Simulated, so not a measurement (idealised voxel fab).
This is a process module. Its name is voxel air gaps.
The width of the displayed cross-section, cut, is 300 nm; its cells are square, with a size of 5 nm.
Cross-section format: a grid of square cells, given as bands from top to bottom; each band is one or more rows of cells.
Look at the band entry: it leads with the top's height and the bottom's height in nm. Then it lists the materials left to right, with a width in nm for each. The word "edge to edge" on a single material says that material fills the band edge to edge. The word "blank" is empty space.
The reference from which all heights are counted is 0, the level beneath which the as-received wafer is entirely one material; the lowest band, having no lower bound, proceeds downward and is written after the example "top 0, no bottom".
The notation "30->40" denotes a width that varies across the rows of cells in the band, beginning at the first number in the top row, finishing at the second number in the bottom row, and changing by an identical amount from each row to the next.
Key: "remains unaltered" - step with no changed cell in the cross-section.
"Closed-off voids": empty spaces of 8 cells or more with no open way to the top, each given as width x height at distance, distance from the left edge, all in nm.
What comes after the settings on a step's line is commentary from the simulator itself on that step.
overlay nm: on a step with a mask, how far right of its planned place the mask lay; negative means left.
Set out below are the planned steps of the process:
step 1: RECEIVE: material Si
step 2: CONFORMAL_DEP: material SiO2, thk nm 15
step 3: CONFORMAL_DEP: material SiCN, thk nm 5
step 4: DIRECTIONAL_DEP: material lowk, thk nm 30
step 5: PATTERN: tone open, mask id LINES, material resist, width nm 25, pitch nm 55, thk nm 20, overlay nm 0
step 6: DIRECTIONAL_ETCH: etch materials lowk, depth nm 30
step 7: STRIP: etch materials resist
step 8: CONFORMAL_DEP: material TiN, thk nm 5
step 9: FILL_DEP: material W, thk nm 5
step 10: CMP: height nm 50
step 11: EPI: material Ru, thk nm 10
step 12: SELECTIVE_ETCH: etch materials lowk, depth nm 40
step 13: CONFORMAL_DEP: material SiCN, thk nm 5
Received-state cross-section, reflecting completion of step 1:
	top 0, no bottom = Si edge to edge
	Closed-off voids: none
End-of-module cross-section of the first of two wafers, processed as planned:
	top 65, bottom 60 = blank (40), SiCN (220), blank (40)
	top 60, bottom 50 = blank (40), SiCN (5), Ru (45), SiCN (10), Ru (45), SiCN (10), Ru (45), SiCN (10), Ru (45), SiCN (5), blank (40)
	top 50, bottom 45 = blank (40), SiCN (15), TiN (5), W (15), TiN (5), SiCN (30), TiN (5), W (15), TiN (5), SiCN (30), TiN (5), W (15), TiN (5), SiCN (30), TiN (5), W (15), TiN (5), SiCN (15), blank (40)
	top 45, bottom 25 = blank (50), SiCN (5), TiN (5), W (15), TiN (5), SiCN (5), blank (20), SiCN (5), TiN (5), W (15), TiN (5), SiCN (5), blank (20), SiCN (5), TiN (5), W (15), TiN (5), SiCN (5), blank (20), SiCN (5), TiN (5), W (15), TiN (5), SiCN (5), blank (50)
	top 25, bottom 20 = SiCN (55), TiN (25), SiCN (30), TiN (25), SiCN (30), TiN (25), SiCN (30), TiN (25), SiCN (55)
	top 20, bottom 15 = SiCN edge to edge
	top 15, bottom 0 = SiO2 edge to edge
	top 0, no bottom = Si edge to edge
	Closed-off voids: 20 x 20 at 85; 20 x 20 at 140; 20 x 20 at 195
Second wafer of the two, sectioned at the end of the module. It began like the first and followed the same plan, but one mistake was made while running it:
	top 65, bottom 60 = blank (45), SiCN (50), blank (5), SiCN (50), blank (5), SiCN (50), blank (5), SiCN (50), blank (40)
	top 60, bottom 50 = blank (45), SiCN (5), Ru (40), SiCN (5), blank (5), SiCN (5), Ru (40), SiCN (5), blank (5), SiCN (5), Ru (40), SiCN (5), blank (5), SiCN (5), Ru (40), SiCN (5), blank (40)
	top 50, bottom 45 = blank (45), SiCN (15), TiN (5), W (10), TiN (5), SiCN (15), blank (5), SiCN (15), TiN (5), W (10), TiN (5), SiCN (15), blank (5), SiCN (15), TiN (5), W (10), TiN (5), SiCN (15), blank (5), SiCN (15), TiN (5), W (10), TiN (5), SiCN (15), blank (40)
	top 45, bottom 25 = blank (55), SiCN (5), TiN (5), W (10), TiN (5), SiCN (5), blank (25), SiCN (5), TiN (5), W (10), TiN (5), SiCN (5), blank (25), SiCN (5), TiN (5), W (10), TiN (5), SiCN (5), blank (25), SiCN (5), TiN (5), W (10), TiN (5), SiCN (5), blank (50)
	top 25, bottom 20 = SiCN (60), TiN (20), SiCN (35), TiN (20), SiCN (35), TiN (20), SiCN (35), TiN (20), SiCN (55)
	top 20, bottom 15 = SiCN edge to edge
	top 15, bottom 0 = SiO2 edge to edge
	top 0, no bottom = Si edge to edge
	Closed-off voids: none
what went wrong: step 5 was not run as planned; what actually ran was PATTERN: tone open, mask id LINES, material resist, width nm 20, pitch nm 55, thk nm 20, overlay nm 0
Upon completion, the second wafer contains, in terms of cells, a greater or smaller amount of certain materials than the first wafer: Ru -8, TiN -4, W -20
The first wafer finishes with 3 closed voids, while the second finishes with 0.
